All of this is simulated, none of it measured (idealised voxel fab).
The document below concerns the process module designated voxel air gaps.
cross-section cut | 300 nm wide | cells 5 nm
Just so we're on the same page, the cross-sections are grids of square cells, and they're listed out in bands top to bottom, each band one or more rows deep. Band: top height; bottom height; in nm. Then, left to right: material with width in nm, for each material. "everywhere": a single material spanning edge to edge. "air": empty space. Beneath 0, the wafer as received is one material, and that level is where height counting begins. The lowest band goes on downward without a bottom; it is written like "top 0, no bottom". Quick explanation for "30->40": the width changes in equal steps down the rows of cells, from the first number in the band's top row to the second number in its bottom row. "remained unchanged" means the step left every cell of the cross-section as it was. Enclosed voids (no open way to top), threshold 8 cells or more, entry "Enclosed empty spaces", notation width x height at distance, distance from left edge, nm. Text after the settings on a step's line: the simulator's own remark on that step. "overlay nm" on a masked step: distance the mask lay right of its planned place, negative for left.

Plan
1,RECEIVE (material Si)
2,CONFORMAL_DEP (material SiO2; thk nm 15)
3,CONFORMAL_DEP (material SiN; thk nm 5)
4,DIRECTIONAL_DEP (material lowk; thk nm 35)
5,PATTERN (tone open; mask id LINES; material resist; width nm 15; pitch nm 40; thk nm 15; overlay nm 0)
6,DIRECTIONAL_ETCH (etch materials lowk; depth nm 35)
7,STRIP (etch materials resist)
8,CONFORMAL_DEP (material TiN; thk nm 5)
9,FILL_DEP (material Ru; thk nm 5)
10,CMP (height nm 55)
11,EPI (material Ru; thk nm 10)
12,SELECTIVE_ETCH (etch materials lowk; depth nm 45)
13,CONFORMAL_DEP (material SiCN; thk nm 5)

Wafer, first of two, run as planned

Cross-section of the wafer as it came to us, i.e., already through step 1
	top 0, no bottom = Si everywhere
	Enclosed empty spaces: none

Take a look at the wafer's cross-section after step 2
	top 15, bottom 0 = SiO2 everywhere
	Under 0: no change, same as before.

Take a look at the wafer's cross-section after step 3
	top 20, bottom 15 = SiN everywhere
	Under 15: no change, same as before.

Take a look at the wafer's cross-section after step 4
	top 55, bottom 20 = lowk everywhere
	Under 20: no change, same as before.

Take a look at the wafer's cross-section after step 5
	top 70, bottom 55 = resist=80, then air=15, then resist=25, then air=15, then resist=25, then air=15, then resist=25, then air=15, then resist=85
	Under 55: no change, same as before.

Take a look at the wafer's cross-section after step 6
	top 70, bottom 55 = resist=80, then air=15, then resist=25, then air=15, then resist=25, then air=15, then resist=25, then air=15, then resist=85
	top 55, bottom 20 = lowk=80, then air=15, then lowk=25, then air=15, then lowk=25, then air=15, then lowk=25, then air=15, then lowk=85
	Under 20: no change, same as before.

Take a look at the wafer's cross-section after step 7
	top 55, bottom 20 = lowk=80, then air=15, then lowk=25, then air=15, then lowk=25, then air=15, then lowk=25, then air=15, then lowk=85
	Under 20: no change, same as before.

Take a look at the wafer's cross-section after step 8
	top 60, bottom 55 = TiN=85, then air=5, then TiN=35, then air=5, then TiN=35, then air=5, then TiN=35, then air=5, then TiN=90
	top 55, bottom 25 = lowk=80, then TiN=5, then air=5, then TiN=5, then lowk=25, then TiN=5, then air=5, then TiN=5, then lowk=25, then TiN=5, then air=5, then TiN=5, then lowk=25, then TiN=5, then air=5, then TiN=5, then lowk=85
	top 25, bottom 20 = lowk=80, then TiN=15, then lowk=25, then TiN=15, then lowk=25, then TiN=15, then lowk=25, then TiN=15, then lowk=85
	Under 20: no change, same as before.

Take a look at the wafer's cross-section after step 9
	top 65, bottom 60 = Ru everywhere
	top 60, bottom 55 = TiN=85, then Ru=5, then TiN=35, then Ru=5, then TiN=35, then Ru=5, then TiN=35, then Ru=5, then TiN=90
	top 55, bottom 25 = lowk=80, then TiN=5, then Ru=5, then TiN=5, then lowk=25, then TiN=5, then Ru=5, then TiN=5, then lowk=25, then TiN=5, then Ru=5, then TiN=5, then lowk=25, then TiN=5, then Ru=5, then TiN=5, then lowk=85
	Under 25: no change, same as before.

Take a look at the wafer's cross-section after step 10
	top 55, bottom 25 = lowk=80, then TiN=5, then Ru=5, then TiN=5, then lowk=25, then TiN=5, then Ru=5, then TiN=5, then lowk=25, then TiN=5, then Ru=5, then TiN=5, then lowk=25, then TiN=5, then Ru=5, then TiN=5, then lowk=85
	Under 25: no change, same as before.

Take a look at the wafer's cross-section after step 11
	top 65, bottom 55 = air=70, then Ru=35, then air=5, then Ru=35, then air=5, then Ru=35, then air=5, then Ru=35, then air=75
	Under 55: no change, same as before.

Take a look at the wafer's cross-section after step 12
	top 65, bottom 55 = air=70, then Ru=35, then air=5, then Ru=35, then air=5, then Ru=35, then air=5, then Ru=35, then air=75
	top 55, bottom 25 = air=80, then TiN=5, then Ru=5, then TiN=5, then air=25, then TiN=5, then Ru=5, then TiN=5, then air=25, then TiN=5, then Ru=5, then TiN=5, then air=25, then TiN=5, then Ru=5, then TiN=5, then air=85
	top 25, bottom 20 = air=80, then TiN=15, then air=25, then TiN=15, then air=25, then TiN=15, then air=25, then TiN=15, then air=85
	Under 20: no change, same as before.

Take a look at the wafer's cross-section after step 13
	top 70, bottom 65 = air=65, then SiCN=165, then air=70
	top 65, bottom 55 = air=65, then SiCN=5, then Ru=35, then SiCN=5, then Ru=35, then SiCN=5, then Ru=35, then SiCN=5, then Ru=35, then SiCN=5, then air=70
	top 55, bottom 50 = air=65, then SiCN=15, then TiN=5, then Ru=5, then TiN=5, then SiCN=25, then TiN=5, then Ru=5, then TiN=5, then SiCN=25, then TiN=5, then Ru=5, then TiN=5, then SiCN=25, then TiN=5, then Ru=5, then TiN=5, then SiCN=15, then air=70
	top 50, bottom 25 = air=75, then SiCN=5, then TiN=5, then Ru=5, then TiN=5, then SiCN=5, then air=15, then SiCN=5, then TiN=5, then Ru=5, then TiN=5, then SiCN=5, then air=15, then SiCN=5, then TiN=5, then Ru=5, then TiN=5, then SiCN=5, then air=15, then SiCN=5, then TiN=5, then Ru=5, then TiN=5, then SiCN=5, then air=80
	top 25, bottom 20 = SiCN=80, then TiN=15, then SiCN=25, then TiN=15, then SiCN=25, then TiN=15, then SiCN=25, then TiN=15, then SiCN=85
	Under 20: no change, same as before.
	Enclosed empty spaces: 15 x 25 at 100; 15 x 25 at 140; 15 x 25 at 180

Here the second wafer is described. Its start and its plan were those of the first wafer. Its run contained one mistake. Up to and including step 4, it did exactly what the first wafer did

Cross-section of the second wafer corresponding to the planned conclusion of step 5
	top 70, bottom 55 = air=80, then resist=15, then air=25, then resist=15, then air=25, then resist=15, then air=25, then resist=15, then air=85
	Under 55: no change, same as before.

Cross-section of the second wafer corresponding to the planned conclusion of step 6
	top 70, bottom 55 = air=80, then resist=15, then air=25, then resist=15, then air=25, then resist=15, then air=25, then resist=15, then air=85
	top 55, bottom 20 = air=80, then lowk=15, then air=25, then lowk=15, then air=25, then lowk=15, then air=25, then lowk=15, then air=85
	Under 20: no change, same as before.

Cross-section of the second wafer corresponding to the planned conclusion of step 7
	top 55, bottom 20 = air=80, then lowk=15, then air=25, then lowk=15, then air=25, then lowk=15, then air=25, then lowk=15, then air=85
	Under 20: no change, same as before.

Cross-section of the second wafer corresponding to the planned conclusion of step 8
	top 60, bottom 55 = air=75, then TiN=25, then air=15, then TiN=25, then air=15, then TiN=25, then air=15, then TiN=25, then air=80
	top 55, bottom 25 = air=75, then TiN=5, then lowk=15, then TiN=5, then air=15, then TiN=5, then lowk=15, then TiN=5, then air=15, then TiN=5, then lowk=15, then TiN=5, then air=15, then TiN=5, then lowk=15, then TiN=5, then air=80
	top 25, bottom 20 = TiN=80, then lowk=15, then TiN=25, then lowk=15, then TiN=25, then lowk=15, then TiN=25, then lowk=15, then TiN=85
	Under 20: no change, same as before.

Cross-section of the second wafer corresponding to the planned conclusion of step 9
	top 65, bottom 60 = Ru everywhere
	top 60, bottom 55 = Ru=75, then TiN=25, then Ru=15, then TiN=25, then Ru=15, then TiN=25, then Ru=15, then TiN=25, then Ru=80
	top 55, bottom 25 = Ru=75, then TiN=5, then lowk=15, then TiN=5, then Ru=15, then TiN=5, then lowk=15, then TiN=5, then Ru=15, then TiN=5, then lowk=15, then TiN=5, then Ru=15, then TiN=5, then lowk=15, then TiN=5, then Ru=80
	Under 25: no change, same as before.

Cross-section of the second wafer corresponding to the planned conclusion of step 10
	top 55, bottom 25 = Ru=75, then TiN=5, then lowk=15, then TiN=5, then Ru=15, then TiN=5, then lowk=15, then TiN=5, then Ru=15, then TiN=5, then lowk=15, then TiN=5, then Ru=15, then TiN=5, then lowk=15, then TiN=5, then Ru=80
	Under 25: no change, same as before.

Cross-section of the second wafer corresponding to the planned conclusion of step 11
	top 65, bottom 55 = Ru everywhere
	Under 55: no change, same as before.

Cross-section of the second wafer corresponding to the planned conclusion of step 12: remained unchanged

Cross-section of the second wafer corresponding to the planned conclusion of step 13
	top 70, bottom 65 = SiCN everywhere
	Under 65: no change, same as before.
Deviation from plan: it should be noted that step 5 was executed with settings other than those planned, the operation and settings actually applied being PATTERN (tone cover; mask id LINES; material resist; width nm 15; pitch nm 40; thk nm 15; overlay nm 0)
Per the end-of-run cell counts, the second wafer holds more or fewer of some materials than the first: Ru: 280 more, SiCN: 92 fewer, TiN: 36 more, lowk: 84 more
Final observation: first wafer, 3 closed voids; second wafer, 0 closed voids.
